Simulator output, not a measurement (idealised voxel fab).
Process module in this document: voxel transistor to metal
Section shown: cut. Width: 210 nm. Cell size: 5 nm, square.
Cross-section layout: square cells on a grid; listed as bands, top to bottom; a band spans one or more cell rows.
For a band, the entry starts with two heights in nm, that of the top and then that of the bottom, and carries on with the band's materials in order from left to right, each alongside its width in nm; the word "throughout" beside a single material means it fills the band edge to edge, and "blank" means empty space.
Heights are measured from 0, the level below which the as-received wafer is all one material; the lowest band has no bottom and continues downward, written as in "from 0 down".
You'd read "30->40" like this: the band's top row of cells is as wide as the first number, its bottom row is as wide as the second, and going down, every row changes width by the same amount as the row before did.
Where a step carries "no change occurred", the cross-section came out of it unchanged, cell for cell.
The entry "Voids, fully enclosed" lists the empty spaces that cover at least 8 cells and have no open path to the top. Each is written as width x height at distance, where the distance is measured from the left edge and all three values are in nm.
On a step's line, text after the settings is the simulator commenting on that step.
The line of a step may include "overlay nm". On a step with a mask, this value is how far to the right of its planned place the mask lay. A negative value means the mask lay to the left.

These are the steps we planned for the process:
1 RECEIVE (material Si)
2 CONFORMAL_DEP (material SiO2; thk nm 5)
3 CONFORMAL_DEP (material SiN; thk nm 15)
4 PATTERN (tone cover; mask id ACTIVE; material resist; width nm 115; thk nm 15; overlay nm 0)
5 DIRECTIONAL_ETCH (etch materials SiN; depth nm 15)
6 DIRECTIONAL_ETCH (etch materials SiO2; depth nm 5)
7 DIRECTIONAL_ETCH (etch materials Si; depth nm 20)
8 STRIP (etch materials resist)
9 FILL_DEP (material SiO2; thk nm 10)
10 CMP (height nm 20)
11 SELECTIVE_ETCH (etch materials SiO2; depth nm 15)
12 STRIP (etch materials SiN)
13 SELECTIVE_ETCH (etch materials SiO2; depth nm 5)
14 OXIDIZE (depth nm 5)
15 DIRECTIONAL_DEP (material polySi; thk nm 25)
16 DIRECTIONAL_DEP (material SiCN; thk nm 10)
17 PATTERN (tone cover; mask id GATE; material resist; width nm 25; thk nm 20; overlay nm 0)
18 DIRECTIONAL_ETCH (etch materials SiCN; depth nm 20)
19 DIRECTIONAL_ETCH (etch materials polySi; depth nm 35)
20 STRIP (etch materials resist)
21 CONFORMAL_DEP (material SiO2; thk nm 5)
22 DIRECTIONAL_ETCH (etch materials SiO2; depth nm 5)
23 CONFORMAL_DEP (material SiN; thk nm 10)
24 DIRECTIONAL_ETCH (etch materials SiN; depth nm 10)
25 DIRECTIONAL_ETCH (etch materials SiO2; depth nm 5)
26 DIRECTIONAL_ETCH (etch materials Si; depth nm 15)
27 EPI (material pSi; thk nm 20)
28 FILL_DEP (material SiO2; thk nm 10)
29 CMP (height nm 35)
30 DIRECTIONAL_DEP (material SiO2; thk nm 15)
31 DIRECTIONAL_DEP (material aC; thk nm 15)
32 PATTERN (tone open; mask id CONTACT; material resist; width nm 30; pitch nm 65; thk nm 30; overlay nm 0)
33 DIRECTIONAL_ETCH (etch materials aC; depth nm 15)
34 STRIP (etch materials resist)
35 DIRECTIONAL_ETCH (etch materials SiO2; depth nm 35)
36 STRIP (etch materials aC)
37 CONFORMAL_DEP (material TiN; thk nm 5)
38 FILL_DEP (material W; thk nm 10)
39 CMP (height nm 50)
40 CONFORMAL_DEP (material SiCN; thk nm 5)
41 DIRECTIONAL_DEP (material lowk; thk nm 20)
42 DIRECTIONAL_DEP (material aC; thk nm 10)
43 PATTERN (tone open; mask id METAL_1; material resist; width nm 15; pitch nm 80; thk nm 30; overlay nm 0)
44 DIRECTIONAL_ETCH (etch materials aC; depth nm 10)
45 STRIP (etch materials resist)
46 DIRECTIONAL_ETCH (etch materials lowk; depth nm 20)
47 DIRECTIONAL_ETCH (etch materials SiCN; depth nm 5)
48 STRIP (etch materials aC)
49 CONFORMAL_DEP (material TiN; thk nm 5)
50 FILL_DEP (material W; thk nm 10)
51 CMP (height nm 75)
52 EPI (material Ru; thk nm 5)
53 FILL_DEP (material SiCN; thk nm 5)
54 DIRECTIONAL_DEP (material SiO2; thk nm 30)
55 PATTERN (tone open; mask id METAL_2; material resist; width nm 15; pitch nm 80; thk nm 20; overlay nm 0)
56 DIRECTIONAL_ETCH (etch materials SiO2; depth nm 20)
57 STRIP (etch materials resist)
58 MASKED_ETCH (tone open; mask id METAL_2_HOLES; width nm 15; pitch nm 80; etch materials SiO2; depth nm 10; overlay nm 0)
59 MASKED_ETCH (tone open; mask id METAL_2_HOLES; width nm 15; pitch nm 80; etch materials SiCN; depth nm 5; overlay nm 0)
60 CONFORMAL_DEP (material TiN; thk nm 5)
61 FILL_DEP (material Cu; thk nm 10)
62 CMP (height nm 115)
63 CONFORMAL_DEP (material SiN; thk nm 5)

Cross-section of the wafer at receipt, which is the condition after step 1:
- from 0 down | Si throughout
- Voids, fully enclosed: none

Result of the module, cross-sectioned: start per above, plan per above, one error in how it was run:
- from 120 to 115 | SiN throughout
- from 115 to 110 | TiN 60, then Cu 5, then TiN 75, then Cu 5, then TiN 65
- from 110 to 85 | SiO2 55, then TiN 5, then Cu 5, then TiN 5, then SiO2 65, then TiN 5, then Cu 5, then TiN 5, then SiO2 60
- from 85 to 80 | SiCN 55, then TiN 15, then SiCN 65, then TiN 15, then SiCN 60
- from 80 to 75 | SiCN 50, then Ru 25, then SiCN 55, then Ru 25, then SiCN 55
- from 75 to 55 | lowk 55, then TiN 5, then W 5, then TiN 5, then lowk 65, then TiN 5, then W 5, then TiN 5, then lowk 60
- from 55 to 50 | SiCN 55, then TiN 15, then SiCN 65, then TiN 15, then SiCN 60
- from 50 to 40 | SiO2 55, then TiN 5, then W 20, then TiN 5, then SiO2 35, then TiN 5, then W 20, then TiN 5, then SiO2 60
- from 40 to 35 | SiO2 55, then TiN 5, then W 10, then TiN 15, then SiO2 35, then TiN 15, then W 10, then TiN 5, then SiO2 60
- from 35 to 25 | SiO2 55, then TiN 5, then W 10, then TiN 5, then SiN 10, then SiO2 5, then SiCN 25, then SiO2 5, then SiN 10, then TiN 5, then W 10, then TiN 5, then SiO2 60
- from 25 to 20 | SiO2 55, then TiN 5, then W 10, then TiN 5, then SiN 10, then SiO2 5, then polySi 25, then SiO2 5, then SiN 10, then TiN 5, then W 10, then TiN 5, then SiO2 60
- from 20 to 15 | SiO2 55, then TiN 20, then SiN 10, then SiO2 5, then polySi 25, then SiO2 5, then SiN 10, then TiN 20, then SiO2 60
- from 15 to 0 | SiO2 55, then pSi 20, then SiN 10, then SiO2 5, then polySi 25, then SiO2 5, then SiN 10, then pSi 20, then SiO2 60
- from 0 to -5 | SiO2 40, then pSi 35, then SiO2 55, then pSi 35, then SiO2 45
- from -5 to -20 | SiO2 45, then pSi 30, then Si 55, then pSi 30, then SiO2 50
- from -20 down | Si throughout
- Voids, fully enclosed: none
What was done differently from what was planned? step 54 changed vs plan, executed as DIRECTIONAL_DEP (material SiO2; thk nm 25)
